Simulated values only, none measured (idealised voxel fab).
Process module, titled voxel double patterning
In the cross-section labelled cut, the width is 165 nm and each square cell is 5 nm.
Think of the cross-section as a grid of square cells. We describe it in bands, top to bottom, and each band covers one or more rows of those cells. Each band's line starts with the height of the band's top and of its bottom, in nm. Then come its materials from left to right, each with its width in nm. One material with "everywhere" fills the band from edge to edge. "empty" is empty space. Height reference: 0 = level under which incoming wafer is all one material. Lowest band: no bottom, runs on downward, e.g. "from 0 down". A width such as "30..40" changes by the same amount from each row of cells to the next, from the band's top row to its bottom row. You'll sometimes find "nothing changed" written for a step, and that's the way of saying that nowhere in the cross-section did a cell change during that step. The list in "Closed void table" covers empty spaces of 8 cells or more that cannot reach the top through any open way, and it gives each as width x height at distance; the distance is from the left edge, and width, height and distance are in nm. after a step's settings: what the simulator itself notes on the step. Steps that use a mask can have "overlay nm" on their line. It says how far the mask sat to the right of where it was meant to be. Negative means to the left.
## The steps planned for the process are as follows
| 1 | RECEIVE, material Si |
| 2 | CONFORMAL_DEP, material SiN, thk nm 5 |
| 3 | DIRECTIONAL_DEP, material SiO2, thk nm 15 |
| 4 | DIRECTIONAL_DEP, material SiCN, thk nm 5 |
| 5 | DIRECTIONAL_DEP, material aC, thk nm 15 |
| 6 | PATTERN, tone open, mask id FIRST, material resist, width nm 15, pitch nm 50, thk nm 35, overlay nm 0 |
| 7 | DIRECTIONAL_ETCH, etch materials aC, depth nm 15 |
| 8 | STRIP, etch materials resist |
| 9 | DIRECTIONAL_ETCH, etch materials SiCN, depth nm 5 |
| 10 | STRIP, etch materials aC |
| 11 | DIRECTIONAL_DEP, material aC, thk nm 15 |
| 12 | PATTERN, tone open, mask id SECOND, material resist, width nm 15, thk nm 35, overlay nm 0 |
| 13 | DIRECTIONAL_ETCH, etch materials aC, depth nm 15 |
| 14 | STRIP, etch materials resist |
| 15 | DIRECTIONAL_ETCH, etch materials SiCN, depth nm 5 |
| 16 | STRIP, etch materials aC |
| 17 | DIRECTIONAL_ETCH, etch materials SiO2, depth nm 15 |
| 18 | STRIP, etch materials SiCN |
## The first of the two wafers, which ran as planned
## Shown in cross-section is the wafer as received, that is, as it stands after step 1
> from 0 down: Si everywhere
> Closed void table: none
## Take a look at the wafer's cross-section after step 2
> from 5 to 0: SiN everywhere
> Below a height of 0, the structure has not been altered.
## Take a look at the wafer's cross-section after step 3
> from 20 to 5: SiO2 everywhere
> Below a height of 5, the structure has not been altered.
## Take a look at the wafer's cross-section after step 4
> from 25 to 20: SiCN everywhere
> Below a height of 20, the structure has not been altered.
## Take a look at the wafer's cross-section after step 5
> from 40 to 25: aC everywhere
> Below a height of 25, the structure has not been altered.
## Take a look at the wafer's cross-section after step 6
> from 75 to 40: 50 nm resist, then 15 nm empty, then 35 nm resist, then 15 nm empty, then 50 nm resist
> Below a height of 40, the structure has not been altered.
## Take a look at the wafer's cross-section after step 7
> from 60 to 40: 50 nm resist, then 15 nm empty, then 35 nm resist, then 15 nm empty, then 50 nm resist
> from 40 to 25: 50 nm aC, then 15 nm empty, then 35 nm aC, then 15 nm empty, then 50 nm aC
> Below a height of 25, the structure has not been altered.
## Take a look at the wafer's cross-section after step 8
> from 40 to 25: 50 nm aC, then 15 nm empty, then 35 nm aC, then 15 nm empty, then 50 nm aC
> Below a height of 25, the structure has not been altered.
## Take a look at the wafer's cross-section after step 9
> from 40 to 25: 50 nm aC, then 15 nm empty, then 35 nm aC, then 15 nm empty, then 50 nm aC
> from 25 to 20: 50 nm SiCN, then 15 nm empty, then 35 nm SiCN, then 15 nm empty, then 50 nm SiCN
> Below a height of 20, the structure has not been altered.
## Take a look at the wafer's cross-section after step 10
> from 25 to 20: 50 nm SiCN, then 15 nm empty, then 35 nm SiCN, then 15 nm empty, then 50 nm SiCN
> Below a height of 20, the structure has not been altered.
## Take a look at the wafer's cross-section after step 11
> from 40 to 35: 50 nm aC, then 15 nm empty, then 35 nm aC, then 15 nm empty, then 50 nm aC
> from 35 to 25: aC everywhere
> from 25 to 20: 50 nm SiCN, then 15 nm aC, then 35 nm SiCN, then 15 nm aC, then 50 nm SiCN
> Below a height of 20, the structure has not been altered.
## Take a look at the wafer's cross-section after step 12
> from 75 to 40: 75 nm resist, then 15 nm empty, then 75 nm resist
> from 40 to 35: 50 nm aC, then 15 nm resist, then 35 nm aC, then 15 nm resist, then 50 nm aC
> Below a height of 35, the structure has not been altered.
## Take a look at the wafer's cross-section after step 13
> from 60 to 40: 75 nm resist, then 15 nm empty, then 75 nm resist
> from 40 to 35: 50 nm aC, then 15 nm resist, then 10 nm aC, then 15 nm empty, then 10 nm aC, then 15 nm resist, then 50 nm aC
> from 35 to 25: 75 nm aC, then 15 nm empty, then 75 nm aC
> Below a height of 25, the structure has not been altered.
## Take a look at the wafer's cross-section after step 14
> from 40 to 35: 50 nm aC, then 15 nm empty, then 10 nm aC, then 15 nm empty, then 10 nm aC, then 15 nm empty, then 50 nm aC
> Below a height of 35, the structure has not been altered.
## Take a look at the wafer's cross-section after step 15
> from 40 to 35: 50 nm aC, then 15 nm empty, then 10 nm aC, then 15 nm empty, then 10 nm aC, then 15 nm empty, then 50 nm aC
> from 35 to 25: 75 nm aC, then 15 nm empty, then 75 nm aC
> from 25 to 20: 50 nm SiCN, then 15 nm aC, then 10 nm SiCN, then 15 nm empty, then 10 nm SiCN, then 15 nm aC, then 50 nm SiCN
> Below a height of 20, the structure has not been altered.
## Take a look at the wafer's cross-section after step 16
> from 25 to 20: 50 nm SiCN, then 15 nm empty, then 10 nm SiCN, then 15 nm empty, then 10 nm SiCN, then 15 nm empty, then 50 nm SiCN
> Below a height of 20, the structure has not been altered.
## Take a look at the wafer's cross-section after step 17
> from 25 to 20: 50 nm SiCN, then 15 nm empty, then 10 nm SiCN, then 15 nm empty, then 10 nm SiCN, then 15 nm empty, then 50 nm SiCN
> from 20 to 5: 50 nm SiO2, then 15 nm empty, then 10 nm SiO2, then 15 nm empty, then 10 nm SiO2, then 15 nm empty, then 50 nm SiO2
> Below a height of 5, the structure has not been altered.
## Take a look at the wafer's cross-section after step 18
> from 20 to 5: 50 nm SiO2, then 15 nm empty, then 10 nm SiO2, then 15 nm empty, then 10 nm SiO2, then 15 nm empty, then 50 nm SiO2
> Below a height of 5, the structure has not been altered.
## For the second wafer, take the first wafer's start and plan, then add one mistake made in running it; everything through step 5, that step included, is shared with the first
## Cross-section of the second wafer at the time step 6 of the plan should have ended
> from 75 to 40: 50 nm resist, then 20 nm empty, then 30 nm resist, then 20 nm empty, then 45 nm resist
> Below a height of 40, the structure has not been altered.
## Cross-section of the second wafer at the time step 7 of the plan should have ended
> from 60 to 40: 50 nm resist, then 20 nm empty, then 30 nm resist, then 20 nm empty, then 45 nm resist
> from 40 to 25: 50 nm aC, then 20 nm empty, then 30 nm aC, then 20 nm empty, then 45 nm aC
> Below a height of 25, the structure has not been altered.
## Cross-section of the second wafer at the time step 8 of the plan should have ended
> from 40 to 25: 50 nm aC, then 20 nm empty, then 30 nm aC, then 20 nm empty, then 45 nm aC
> Below a height of 25, the structure has not been altered.
## Cross-section of the second wafer at the time step 9 of the plan should have ended
> from 40 to 25: 50 nm aC, then 20 nm empty, then 30 nm aC, then 20 nm empty, then 45 nm aC
> from 25 to 20: 50 nm SiCN, then 20 nm empty, then 30 nm SiCN, then 20 nm empty, then 45 nm SiCN
> Below a height of 20, the structure has not been altered.
## Cross-section of the second wafer at the time step 10 of the plan should have ended
> from 25 to 20: 50 nm SiCN, then 20 nm empty, then 30 nm SiCN, then 20 nm empty, then 45 nm SiCN
> Below a height of 20, the structure has not been altered.
## Cross-section of the second wafer at the time step 11 of the plan should have ended
> from 40 to 35: 50 nm aC, then 20 nm empty, then 30 nm aC, then 20 nm empty, then 45 nm aC
> from 35 to 25: aC everywhere
> from 25 to 20: 50 nm SiCN, then 20 nm aC, then 30 nm SiCN, then 20 nm aC, then 45 nm SiCN
> Below a height of 20, the structure has not been altered.
## Cross-section of the second wafer at the time step 12 of the plan should have ended
> from 75 to 40: 75 nm resist, then 15 nm empty, then 75 nm resist
> from 40 to 35: 50 nm aC, then 20 nm resist, then 30 nm aC, then 20 nm resist, then 45 nm aC
> Below a height of 35, the structure has not been altered.
## Cross-section of the second wafer at the time step 13 of the plan should have ended
> from 60 to 40: 75 nm resist, then 15 nm empty, then 75 nm resist
> from 40 to 35: 50 nm aC, then 20 nm resist, then 5 nm aC, then 15 nm empty, then 10 nm aC, then 20 nm resist, then 45 nm aC
> from 35 to 25: 75 nm aC, then 15 nm empty, then 75 nm aC
> Below a height of 25, the structure has not been altered.
## Cross-section of the second wafer at the time step 14 of the plan should have ended
> from 40 to 35: 50 nm aC, then 20 nm empty, then 5 nm aC, then 15 nm empty, then 10 nm aC, then 20 nm empty, then 45 nm aC
> Below a height of 35, the structure has not been altered.
## Cross-section of the second wafer at the time step 15 of the plan should have ended
> from 40 to 35: 50 nm aC, then 20 nm empty, then 5 nm aC, then 15 nm empty, then 10 nm aC, then 20 nm empty, then 45 nm aC
> from 35 to 25: 75 nm aC, then 15 nm empty, then 75 nm aC
> from 25 to 20: 50 nm SiCN, then 20 nm aC, then 5 nm SiCN, then 15 nm empty, then 10 nm SiCN, then 20 nm aC, then 45 nm SiCN
> Below a height of 20, the structure has not been altered.
## Cross-section of the second wafer at the time step 16 of the plan should have ended
> from 25 to 20: 50 nm SiCN, then 20 nm empty, then 5 nm SiCN, then 15 nm empty, then 10 nm SiCN, then 20 nm empty, then 45 nm SiCN
> Below a height of 20, the structure has not been altered.
## Cross-section of the second wafer at the time step 17 of the plan should have ended
> from 25 to 20: 50 nm SiCN, then 20 nm empty, then 5 nm SiCN, then 15 nm empty, then 10 nm SiCN, then 20 nm empty, then 45 nm SiCN
> from 20 to 5: 50 nm SiO2, then 20 nm empty, then 5 nm SiO2, then 15 nm empty, then 10 nm SiO2, then 20 nm empty, then 45 nm SiO2
> Below a height of 5, the structure has not been altered.
## Cross-section of the second wafer at the time step 18 of the plan should have ended
> from 20 to 5: 50 nm SiO2, then 20 nm empty, then 5 nm SiO2, then 15 nm empty, then 10 nm SiO2, then 20 nm empty, then 45 nm SiO2
> Below a height of 5, the structure has not been altered.
Against the plan, the run slipped here: heads up, step 6 didn't go per plan, it actually ran as PATTERN, tone open, mask id FIRST, material resist, width nm 20, pitch nm 50, thk nm 35, overlay nm 0
Materials where the second wafer ends with more or fewer cells than the first: 6 fewer of SiO2
